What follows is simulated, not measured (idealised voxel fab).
Documented hereafter: the process module known as voxel transistor to metal.
It is cross-section cut that appears here, measuring 195 nm in width, its square cells being 5 nm in size.
Bands, listed from the top down, are how a cross-section gets written in this document; the cross-section itself is a grid of square cells, and a band is one or more rows of them. In this notation a band is specified by the heights of its top and bottom, in that order and in nm, after which its materials appear from left to right, each paired with its width in nm. The word "edge to edge" attached to a single material means that material fills the band from edge to edge; the word "air" stands for empty space. Heights are reckoned from 0. Under this level, the received wafer is all of one material. The bottommost band is open-ended downward, for example "top 0, no bottom". Read "30..40" as a graded width: first number on top, second number at the bottom, same change between each pair of neighbouring rows. A step reported as "no alterations made" is a step in which no cell of the cross-section changed. The label "Closed void entries" introduces a list of the empty spaces, 8 cells or larger, that have no open way up to the top; each entry in it reads width x height at distance, where the distance is taken from the left edge and all three are stated in nm. after a step's settings: what the simulator itself notes on the step. Each step line may optionally specify "overlay nm", which for a step with a mask gives the rightward distance between the mask's planned place and where it lay, a negative value indicating the leftward direction.

List of planned process steps
1: RECEIVE | material Si
2: OXIDIZE | depth nm 5
3: CONFORMAL_DEP | material SiN | thk nm 10
4: DIRECTIONAL_DEP | material aC | thk nm 15
5: PATTERN | tone cover | mask id ACTIVE | material resist | width nm 130 | thk nm 30 | overlay nm 0
6: DIRECTIONAL_ETCH | etch materials aC | depth nm 15
7: STRIP | etch materials resist
8: DIRECTIONAL_ETCH | etch materials SiN | depth nm 10
9: DIRECTIONAL_ETCH | etch materials SiO2 | depth nm 5
10: DIRECTIONAL_ETCH | etch materials Si | depth nm 30
11: STRIP | etch materials aC
12: FILL_DEP | material SiO2 | thk nm 5
13: CMP | height nm 10
14: SELECTIVE_ETCH | etch materials SiO2 | depth nm 10
15: STRIP | etch materials SiN
16: SELECTIVE_ETCH | etch materials SiO2 | depth nm 5
17: OXIDIZE | depth nm 5
18: DIRECTIONAL_DEP | material polySi | thk nm 30
19: DIRECTIONAL_DEP | material SiCN | thk nm 10
20: DIRECTIONAL_DEP | material aC | thk nm 15
21: PATTERN | tone cover | mask id GATE | material resist | width nm 30 | thk nm 30 | overlay nm 0
22: DIRECTIONAL_ETCH | etch materials aC | depth nm 15
23: STRIP | etch materials resist
24: DIRECTIONAL_ETCH | etch materials SiCN | depth nm 20
25: DIRECTIONAL_ETCH | etch materials polySi | depth nm 40
26: STRIP | etch materials aC
27: CONFORMAL_DEP | material SiN | thk nm 10
28: DIRECTIONAL_ETCH | etch materials SiN | depth nm 10
29: DIRECTIONAL_ETCH | etch materials SiO2 | depth nm 5
30: DIRECTIONAL_ETCH | etch materials Si | depth nm 10
31: EPI | material pSi | thk nm 10
32: FILL_DEP | material SiO2 | thk nm 10
33: CMP | height nm 25
34: STRIP | etch materials polySi
35: SELECTIVE_ETCH | etch materials SiO2 | depth nm 5
36: CONFORMAL_DEP | material HfO2 | thk nm 5
37: CONFORMAL_DEP | material TiN | thk nm 5
38: FILL_DEP | material W | thk nm 10
39: CMP | height nm 20
40: DIRECTIONAL_DEP | material SiO2 | thk nm 10
41: PATTERN | tone open | mask id CONTACT | material resist | width nm 20 | pitch nm 90 | thk nm 20 | overlay nm 0
42: DIRECTIONAL_ETCH | etch materials SiO2 | depth nm 40
43: STRIP | etch materials resist
44: CONFORMAL_DEP | material TiN | thk nm 5
45: FILL_DEP | material W | thk nm 10
46: CMP | height nm 30
47: DIRECTIONAL_DEP | material TiN | thk nm 5
48: DIRECTIONAL_DEP | material Ru | thk nm 25
49: MASKED_ETCH | tone cover | mask id METAL_1 | width nm 20 | pitch nm 90 | etch materials Ru | depth nm 25 | overlay nm 0
50: MASKED_ETCH | tone cover | mask id METAL_1 | width nm 20 | pitch nm 90 | etch materials TiN | depth nm 5 | overlay nm 0
51: CONFORMAL_DEP | material SiN | thk nm 5
52: FILL_DEP | material SiO2 | thk nm 5
53: CMP | height nm 60
54: CONFORMAL_DEP | material SiCN | thk nm 5

Step 1 complete: cross-section of the wafer as received
top 0, no bottom  Si edge to edge
Closed void entries: none

Final wafer profile in cross-section after the module, from the same start and plan as above, with one mistake made during processing
top 65, bottom 60  SiCN edge to edge
top 60, bottom 35  SiO2 (35) / SiN (5) / Ru (20) / SiN (5) / SiO2 (60) / SiN (5) / Ru (20) / SiN (5) / SiO2 (40)
top 35, bottom 30  SiN (40) / TiN (20) / SiN (70) / TiN (20) / SiN (45)
top 30, bottom 20  SiO2 (40) / TiN (5) / W (10) / TiN (5) / SiO2 (70) / TiN (5) / W (10) / TiN (5) / SiO2 (45)
top 20, bottom 0  SiO2 (40) / TiN (5) / W (10) / TiN (5) / SiO2 (10) / SiN (10) / TiN (5) / W (20) / TiN (5) / SiN (10) / SiO2 (10) / TiN (5) / W (10) / TiN (5) / SiO2 (45)
top 0, bottom -5  SiO2 (40) / TiN (5) / W (10) / TiN (5) / pSi (10) / SiN (10) / TiN (5) / W (20) / TiN (5) / SiN (10) / pSi (10) / TiN (5) / W (10) / TiN (5) / SiO2 (45)
top -5, bottom -10  SiO2 (40) / TiN (20) / pSi (10) / SiO2 (5) / TiN (40) / SiO2 (5) / pSi (10) / TiN (20) / SiO2 (45)
top -10, bottom -20  SiO2 (30) / pSi (40) / Si (50) / pSi (40) / SiO2 (35)
top -20, bottom -35  SiO2 (30) / Si (130) / SiO2 (35)
top -35, no bottom  Si edge to edge
Closed void entries: none
What was done differently from what was planned? it should be noted that step 36 of the plan was omitted and was not performed
